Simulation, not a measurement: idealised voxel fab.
process module | voxel spacer lines
cross-section cut | 220 nm wide | cells 5 nm
A cross-section is a grid of square cells, given in bands from the top down. A band is one or more rows of cells.
Each band's line starts with the height of the band's top and of its bottom, in nm. Then come its materials from left to right, each with its width in nm. One material with "throughout" fills the band from edge to edge. "air" is empty space.
Height 0 is the level under which the wafer as received is all one material. The lowest band goes on downwards, as in "0 down".
A width such as "30 to 40" changes by the same amount from each row of cells to the next, from the band's top row to its bottom row.
"no change" after a step means that no cell of the cross-section changed.
closed voids: empty space of 8 cells or more with no open way to the top, each as width x height at its distance from the left edge, in nm
after a step's settings: what the simulator itself notes on the step
overlay nm, on a step with a mask: how far to the right of its planned place the mask lay; to the left if negative
plan
1 op RECEIVE | material Si
2 op CONFORMAL_DEP | material Al2O3 | thk nm 5
3 op DIRECTIONAL_DEP | material polySi | thk nm 15
4 op DIRECTIONAL_DEP | material aC | thk nm 30
5 op PATTERN | tone cover | mask id MANDREL | material resist | width nm 25 | pitch nm 80 | thk nm 40 | overlay nm 0
6 op DIRECTIONAL_ETCH | etch materials aC | depth nm 30
7 op STRIP | etch materials resist
8 op CONFORMAL_DEP | material SiN | thk nm 15
9 op DIRECTIONAL_ETCH | etch materials SiN | depth nm 15
10 op STRIP | etch materials aC
11 op DIRECTIONAL_ETCH | etch materials polySi | depth nm 15
12 op STRIP | etch materials SiN
as received, after step 1
  0 down: Si throughout
  closed voids: none
a wafer at the end: this start, this plan, one mistake
  50 to 20: air 15 | aC 25 | air 55 | aC 25 | air 55 | aC 25 | air 20
  20 to 5: air 15 | polySi 25 | air 55 | polySi 25 | air 55 | polySi 25 | air 20
  5 to 0: Al2O3 throughout
  0 down: Si throughout
  closed voids: none
what went wrong: step 10 ran as: op STRIP | etch materials SiN
